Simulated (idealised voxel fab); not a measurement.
You're looking at the process module voxel capacitor over wiring.
Displayed cross-section: cut, width of 155 nm, square cells sized 5 nm.
We lay out every cross-section as a grid of square cells and spell it out in bands from the top down, where one band means one or more rows of cells.
Heads up on the band format: heights come first, top then bottom, in nm. After that it's the materials left to right, each with its width in nm. A single material flagged "throughout" fills the whole band edge to edge, and "air" means there's empty space there.
All heights in this document are referenced to 0, defined as the level beneath which the wafer, as received, consists entirely of one material. The lowest band is not bounded below; it extends indefinitely downward and is written in the form "0 down".
Top row gets the first number, bottom row gets the second, and each row in between changes by the same step: that is how a band width like "30->40" works.
It should be understood that the words "nothing altered", when stated for a given step, signify that the cross-section underwent no change in any of its cells during that step.
Under "Voids, fully enclosed" you'll find the enclosed gaps, the ones with no way out to the top, that are 8 cells or bigger; each reads width x height at distance, with distance counted from the left edge, everything in nm.
On each step's line, the part that comes after the settings is the simulator's own comment on the step.
overlay nm, on a step with a mask: how far to the right of its planned place the mask lay; to the left if negative
## These are the steps we planned for the process
1,RECEIVE,material Si
2,CONFORMAL_DEP,material SiO2,thk nm 10
3,CONFORMAL_DEP,material SiN,thk nm 5
4,DIRECTIONAL_DEP,material SiO2,thk nm 25
5,DIRECTIONAL_DEP,material aC,thk nm 15
6,PATTERN,tone open,mask id METAL_1,material resist,width nm 20,pitch nm 85,thk nm 30,overlay nm 0
7,DIRECTIONAL_ETCH,etch materials aC,depth nm 15
8,STRIP,etch materials resist
9,DIRECTIONAL_ETCH,etch materials SiO2,depth nm 25
10,DIRECTIONAL_ETCH,etch materials SiN,depth nm 5
11,STRIP,etch materials aC
12,CONFORMAL_DEP,material TiN,thk nm 5
13,FILL_DEP,material Cu,thk nm 5
14,CMP,height nm 40
15,CONFORMAL_DEP,material SiCN,thk nm 5
16,DIRECTIONAL_DEP,material SiO2,thk nm 15
17,DIRECTIONAL_DEP,material aC,thk nm 15
18,PATTERN,tone open,mask id PLUG_1,material resist,width nm 15,thk nm 30,overlay nm 0
19,DIRECTIONAL_ETCH,etch materials aC,depth nm 15
20,STRIP,etch materials resist
21,DIRECTIONAL_ETCH,etch materials SiO2,depth nm 15
22,DIRECTIONAL_ETCH,etch materials SiCN,depth nm 5
23,STRIP,etch materials aC
24,EPI,material Ru,thk nm 10
25,EPI,material Ru,thk nm 10
26,DIRECTIONAL_DEP,material TiN,thk nm 10
27,DIRECTIONAL_DEP,material SiN,thk nm 5
28,DIRECTIONAL_DEP,material TiN,thk nm 5
29,PATTERN,tone cover,mask id UPPER_PLATE,material resist,width nm 70,thk nm 15,overlay nm 0
30,DIRECTIONAL_ETCH,etch materials TiN,depth nm 5
31,DIRECTIONAL_ETCH,etch materials SiN,depth nm 5
32,STRIP,etch materials resist
33,MASKED_ETCH,tone cover,mask id LOWER_PLATE,width nm 80,etch materials TiN,depth nm 10,overlay nm 0
34,FILL_DEP,material SiO2,thk nm 15
35,CMP,height nm 90
36,MASKED_ETCH,tone open,mask id PLUG_2,width nm 15,etch materials SiO2,depth nm 10,overlay nm 0
37,CONFORMAL_DEP,material TiN,thk nm 5
38,FILL_DEP,material Ru,thk nm 10
39,CMP,height nm 90
40,CONFORMAL_DEP,material SiCN,thk nm 5
## Below: the first of two wafers, run as planned
## Shown in cross-section is the wafer as received, that is, as it stands after step 1
> 0 down: Si throughout
> Voids, fully enclosed: none
## Wafer section view after processing step 2
> 10 to 0: SiO2 throughout
> Below 0 it's all the same as before, nothing changed down there.
## Wafer section view after processing step 3
> 15 to 10: SiN throughout
> Below 10 it's all the same as before, nothing changed down there.
## Wafer section view after processing step 4
> 40 to 15: SiO2 throughout
> Below 15 it's all the same as before, nothing changed down there.
## Wafer section view after processing step 5
> 55 to 40: aC throughout
> Below 40 it's all the same as before, nothing changed down there.
## Wafer section view after processing step 6
> 85 to 55: resist 25, then air 20, then resist 65, then air 20, then resist 25
> Below 55 it's all the same as before, nothing changed down there.
## Wafer section view after processing step 7
> 70 to 55: resist 25, then air 20, then resist 65, then air 20, then resist 25
> 55 to 40: aC 25, then air 20, then aC 65, then air 20, then aC 25
> Below 40 it's all the same as before, nothing changed down there.
## Wafer section view after processing step 8
> 55 to 40: aC 25, then air 20, then aC 65, then air 20, then aC 25
> Below 40 it's all the same as before, nothing changed down there.
## Wafer section view after processing step 9
> 55 to 40: aC 25, then air 20, then aC 65, then air 20, then aC 25
> 40 to 15: SiO2 25, then air 20, then SiO2 65, then air 20, then SiO2 25
> Below 15 it's all the same as before, nothing changed down there.
## Wafer section view after processing step 10
> 55 to 40: aC 25, then air 20, then aC 65, then air 20, then aC 25
> 40 to 15: SiO2 25, then air 20, then SiO2 65, then air 20, then SiO2 25
> 15 to 10: SiN 25, then air 20, then SiN 65, then air 20, then SiN 25
> Below 10 it's all the same as before, nothing changed down there.
## Wafer section view after processing step 11
> 40 to 15: SiO2 25, then air 20, then SiO2 65, then air 20, then SiO2 25
> Below 15 it's all the same as before, nothing changed down there.
## Wafer section view after processing step 12
> 45 to 40: TiN 30, then air 10, then TiN 75, then air 10, then TiN 30
> 40 to 15: SiO2 25, then TiN 5, then air 10, then TiN 5, then SiO2 65, then TiN 5, then air 10, then TiN 5, then SiO2 25
> 15 to 10: SiN 25, then TiN 20, then SiN 65, then TiN 20, then SiN 25
> Below 10 it's all the same as before, nothing changed down there.
## Wafer section view after processing step 13
> 50 to 45: Cu throughout
> 45 to 40: TiN 30, then Cu 10, then TiN 75, then Cu 10, then TiN 30
> 40 to 15: SiO2 25, then TiN 5, then Cu 10, then TiN 5, then SiO2 65, then TiN 5, then Cu 10, then TiN 5, then SiO2 25
> Below 15 it's all the same as before, nothing changed down there.
## Wafer section view after processing step 14
> 40 to 15: SiO2 25, then TiN 5, then Cu 10, then TiN 5, then SiO2 65, then TiN 5, then Cu 10, then TiN 5, then SiO2 25
> Below 15 it's all the same as before, nothing changed down there.
## Wafer section view after processing step 15
> 45 to 40: SiCN throughout
> Below 40 it's all the same as before, nothing changed down there.
## Wafer section view after processing step 16
> 60 to 45: SiO2 throughout
> Below 45 it's all the same as before, nothing changed down there.
## Wafer section view after processing step 17
> 75 to 60: aC throughout
> Below 60 it's all the same as before, nothing changed down there.
## Wafer section view after processing step 18
> 105 to 75: resist 30, then air 15, then resist 110
> Below 75 it's all the same as before, nothing changed down there.
## Wafer section view after processing step 19
> 90 to 75: resist 30, then air 15, then resist 110
> 75 to 60: aC 30, then air 15, then aC 110
> Below 60 it's all the same as before, nothing changed down there.
## Wafer section view after processing step 20
> 75 to 60: aC 30, then air 15, then aC 110
> Below 60 it's all the same as before, nothing changed down there.
## Wafer section view after processing step 21
> 75 to 60: aC 30, then air 15, then aC 110
> 60 to 45: SiO2 30, then air 15, then SiO2 110
> Below 45 it's all the same as before, nothing changed down there.
## Wafer section view after processing step 22
> 75 to 60: aC 30, then air 15, then aC 110
> 60 to 45: SiO2 30, then air 15, then SiO2 110
> 45 to 40: SiCN 30, then air 15, then SiCN 110
> Below 40 it's all the same as before, nothing changed down there.
## Wafer section view after processing step 23
> 60 to 45: SiO2 30, then air 15, then SiO2 110
> Below 45 it's all the same as before, nothing changed down there.
## Wafer section view after processing step 24
> 60 to 50: SiO2 30, then air 15, then SiO2 110
> 50 to 45: SiO2 30, then Ru 15, then SiO2 110
> 45 to 40: SiCN 30, then Ru 15, then SiCN 110
> Below 40 it's all the same as before, nothing changed down there.
## Wafer section view after processing step 25
> 60 to 45: SiO2 30, then Ru 15, then SiO2 110
> Below 45 it's all the same as before, nothing changed down there.
## Wafer section view after processing step 26
> 70 to 60: TiN throughout
> Below 60 it's all the same as before, nothing changed down there.
## Wafer section view after processing step 27
> 75 to 70: SiN throughout
> Below 70 it's all the same as before, nothing changed down there.
## Wafer section view after processing step 28
> 80 to 75: TiN throughout
> Below 75 it's all the same as before, nothing changed down there.
## Wafer section view after processing step 29
> 95 to 80: air 30, then resist 70, then air 55
> Below 80 it's all the same as before, nothing changed down there.
## Wafer section view after processing step 30
> 95 to 80: air 30, then resist 70, then air 55
> 80 to 75: air 30, then TiN 70, then air 55
> Below 75 it's all the same as before, nothing changed down there.
## Wafer section view after processing step 31
> 95 to 80: air 30, then resist 70, then air 55
> 80 to 75: air 30, then TiN 70, then air 55
> 75 to 70: air 30, then SiN 70, then air 55
> Below 70 it's all the same as before, nothing changed down there.
## Wafer section view after processing step 32
> 80 to 75: air 30, then TiN 70, then air 55
> Below 75 it's all the same as before, nothing changed down there.
## Wafer section view after processing step 33
> 80 to 75: air 30, then TiN 70, then air 55
> 75 to 70: air 30, then SiN 70, then air 55
> 70 to 60: air 25, then TiN 80, then air 50
> Below 60 it's all the same as before, nothing changed down there.
## Wafer section view after processing step 34
> 95 to 80: SiO2 throughout
> 80 to 75: SiO2 30, then TiN 70, then SiO2 55
> 75 to 70: SiO2 30, then SiN 70, then SiO2 55
> 70 to 60: SiO2 25, then TiN 80, then SiO2 50
> Below 60 it's all the same as before, nothing changed down there.
## Wafer section view after processing step 35
> 90 to 80: SiO2 throughout
> Below 80 it's all the same as before, nothing changed down there.
## Wafer section view after processing step 36
> 90 to 80: SiO2 40, then air 15, then SiO2 100
> Below 80 it's all the same as before, nothing changed down there.
## Wafer section view after processing step 37
> 95 to 90: TiN 45, then air 5, then TiN 105
> 90 to 85: SiO2 40, then TiN 5, then air 5, then TiN 5, then SiO2 100
> 85 to 75: SiO2 40->30, then TiN 15->70, then SiO2 100->55
> Below 75 it's all the same as before, nothing changed down there.
## Wafer section view after processing step 38
> 105 to 95: Ru throughout
> 95 to 90: TiN 45, then Ru 5, then TiN 105
> 90 to 85: SiO2 40, then TiN 5, then Ru 5, then TiN 5, then SiO2 100
> Below 85 it's all the same as before, nothing changed down there.
## Wafer section view after processing step 39
> 90 to 85: SiO2 40, then TiN 5, then Ru 5, then TiN 5, then SiO2 100
> Below 85 it's all the same as before, nothing changed down there.
## Wafer section view after processing step 40
> 95 to 90: SiCN throughout
> Below 90 it's all the same as before, nothing changed down there.
## Now the other wafer: same start, same recipe, but we messed up one thing when running it. Up to and including step 1 it's the same as the first one
## Second wafer, cross-section, planned end of step 2
> 5 to 0: SiO2 throughout
> Below 0 it's all the same as before, nothing changed down there.
## Second wafer, cross-section, planned end of step 3
> 10 to 5: SiN throughout
> Below 5 it's all the same as before, nothing changed down there.
## Second wafer, cross-section, planned end of step 4
> 35 to 10: SiO2 throughout
> Below 10 it's all the same as before, nothing changed down there.
## Second wafer, cross-section, planned end of step 5
> 50 to 35: aC throughout
> Below 35 it's all the same as before, nothing changed down there.
## Second wafer, cross-section, planned end of step 6
> 80 to 50: resist 25, then air 20, then resist 65, then air 20, then resist 25
> Below 50 it's all the same as before, nothing changed down there.
## Second wafer, cross-section, planned end of step 7
> 65 to 50: resist 25, then air 20, then resist 65, then air 20, then resist 25
> 50 to 35: aC 25, then air 20, then aC 65, then air 20, then aC 25
> Below 35 it's all the same as before, nothing changed down there.
## Second wafer, cross-section, planned end of step 8
> 50 to 35: aC 25, then air 20, then aC 65, then air 20, then aC 25
> Below 35 it's all the same as before, nothing changed down there.
## Second wafer, cross-section, planned end of step 9
> 50 to 35: aC 25, then air 20, then aC 65, then air 20, then aC 25
> 35 to 10: SiO2 25, then air 20, then SiO2 65, then air 20, then SiO2 25
> Below 10 it's all the same as before, nothing changed down there.
## Second wafer, cross-section, planned end of step 10
> 50 to 35: aC 25, then air 20, then aC 65, then air 20, then aC 25
> 35 to 10: SiO2 25, then air 20, then SiO2 65, then air 20, then SiO2 25
> 10 to 5: SiN 25, then air 20, then SiN 65, then air 20, then SiN 25
> Below 5 it's all the same as before, nothing changed down there.
## Second wafer, cross-section, planned end of step 11
> 35 to 10: SiO2 25, then air 20, then SiO2 65, then air 20, then SiO2 25
> Below 10 it's all the same as before, nothing changed down there.
## Second wafer, cross-section, planned end of step 12
> 40 to 35: TiN 30, then air 10, then TiN 75, then air 10, then TiN 30
> 35 to 10: SiO2 25, then TiN 5, then air 10, then TiN 5, then SiO2 65, then TiN 5, then air 10, then TiN 5, then SiO2 25
> 10 to 5: SiN 25, then TiN 20, then SiN 65, then TiN 20, then SiN 25
> Below 5 it's all the same as before, nothing changed down there.
## Second wafer, cross-section, planned end of step 13
> 45 to 40: Cu throughout
> 40 to 35: TiN 30, then Cu 10, then TiN 75, then Cu 10, then TiN 30
> 35 to 10: SiO2 25, then TiN 5, then Cu 10, then TiN 5, then SiO2 65, then TiN 5, then Cu 10, then TiN 5, then SiO2 25
> Below 10 it's all the same as before, nothing changed down there.
## Second wafer, cross-section, planned end of step 14
> 40 to 35: TiN 30, then Cu 10, then TiN 75, then Cu 10, then TiN 30
> Below 35 it's all the same as before, nothing changed down there.
## Second wafer, cross-section, planned end of step 15
> 45 to 40: SiCN throughout
> Below 40 it's all the same as before, nothing changed down there.
## Second wafer, cross-section, planned end of step 16
> 60 to 45: SiO2 throughout
> Below 45 it's all the same as before, nothing changed down there.
## Second wafer, cross-section, planned end of step 17
> 75 to 60: aC throughout
> Below 60 it's all the same as before, nothing changed down there.
## Second wafer, cross-section, planned end of step 18
> 105 to 75: resist 30, then air 15, then resist 110
> Below 75 it's all the same as before, nothing changed down there.
## Second wafer, cross-section, planned end of step 19
> 90 to 75: resist 30, then air 15, then resist 110
> 75 to 60: aC 30, then air 15, then aC 110
> Below 60 it's all the same as before, nothing changed down there.
## Second wafer, cross-section, planned end of step 20
> 75 to 60: aC 30, then air 15, then aC 110
> Below 60 it's all the same as before, nothing changed down there.
## Second wafer, cross-section, planned end of step 21
> 75 to 60: aC 30, then air 15, then aC 110
> 60 to 45: SiO2 30, then air 15, then SiO2 110
> Below 45 it's all the same as before, nothing changed down there.
## Second wafer, cross-section, planned end of step 22
> 75 to 60: aC 30, then air 15, then aC 110
> 60 to 45: SiO2 30, then air 15, then SiO2 110
> 45 to 40: SiCN 30, then air 15, then SiCN 110
> Below 40 it's all the same as before, nothing changed down there.
## Second wafer, cross-section, planned end of step 23
> 60 to 45: SiO2 30, then air 15, then SiO2 110
> Below 45 it's all the same as before, nothing changed down there.
## Second wafer, cross-section, planned end of step 24
> 60 to 50: SiO2 30, then air 15, then SiO2 110
> 50 to 45: SiO2 30, then Ru 15, then SiO2 110
> 45 to 40: SiCN 30, then Ru 15, then SiCN 110
> Below 40 it's all the same as before, nothing changed down there.
## Second wafer, cross-section, planned end of step 25
> 60 to 45: SiO2 30, then Ru 15, then SiO2 110
> Below 45 it's all the same as before, nothing changed down there.
## Second wafer, cross-section, planned end of step 26
> 70 to 60: TiN throughout
> Below 60 it's all the same as before, nothing changed down there.
## Second wafer, cross-section, planned end of step 27
> 75 to 70: SiN throughout
> Below 70 it's all the same as before, nothing changed down there.
## Second wafer, cross-section, planned end of step 28
> 80 to 75: TiN throughout
> Below 75 it's all the same as before, nothing changed down there.
## Second wafer, cross-section, planned end of step 29
> 95 to 80: air 30, then resist 70, then air 55
> Below 80 it's all the same as before, nothing changed down there.
## Second wafer, cross-section, planned end of step 30
> 95 to 80: air 30, then resist 70, then air 55
> 80 to 75: air 30, then TiN 70, then air 55
> Below 75 it's all the same as before, nothing changed down there.
## Second wafer, cross-section, planned end of step 31
> 95 to 80: air 30, then resist 70, then air 55
> 80 to 75: air 30, then TiN 70, then air 55
> 75 to 70: air 30, then SiN 70, then air 55
> Below 70 it's all the same as before, nothing changed down there.
## Second wafer, cross-section, planned end of step 32
> 80 to 75: air 30, then TiN 70, then air 55
> Below 75 it's all the same as before, nothing changed down there.
## Second wafer, cross-section, planned end of step 33
> 80 to 75: air 30, then TiN 70, then air 55
> 75 to 70: air 30, then SiN 70, then air 55
> 70 to 60: air 25, then TiN 80, then air 50
> Below 60 it's all the same as before, nothing changed down there.
## Second wafer, cross-section, planned end of step 34
> 95 to 80: SiO2 throughout
> 80 to 75: SiO2 30, then TiN 70, then SiO2 55
> 75 to 70: SiO2 30, then SiN 70, then SiO2 55
> 70 to 60: SiO2 25, then TiN 80, then SiO2 50
> Below 60 it's all the same as before, nothing changed down there.
## Second wafer, cross-section, planned end of step 35
> 90 to 80: SiO2 throughout
> Below 80 it's all the same as before, nothing changed down there.
## Second wafer, cross-section, planned end of step 36
> 90 to 80: SiO2 40, then air 15, then SiO2 100
> Below 80 it's all the same as before, nothing changed down there.
## Second wafer, cross-section, planned end of step 37
> 95 to 90: TiN 45, then air 5, then TiN 105
> 90 to 85: SiO2 40, then TiN 5, then air 5, then TiN 5, then SiO2 100
> 85 to 75: SiO2 40->30, then TiN 15->70, then SiO2 100->55
> Below 75 it's all the same as before, nothing changed down there.
## Second wafer, cross-section, planned end of step 38
> 105 to 95: Ru throughout
> 95 to 90: TiN 45, then Ru 5, then TiN 105
> 90 to 85: SiO2 40, then TiN 5, then Ru 5, then TiN 5, then SiO2 100
> Below 85 it's all the same as before, nothing changed down there.
## Second wafer, cross-section, planned end of step 39
> 90 to 85: SiO2 40, then TiN 5, then Ru 5, then TiN 5, then SiO2 100
> Below 85 it's all the same as before, nothing changed down there.
## Second wafer, cross-section, planned end of step 40
> 95 to 90: SiCN throughout
> Below 90 it's all the same as before, nothing changed down there.
Here's what went sideways: step 2 ran as: CONFORMAL_DEP,material SiO2,thk nm 5
Count the cells at the end and the second wafer has more or fewer of some materials than the first: +4 Cu, -31 SiO2, +27 TiN
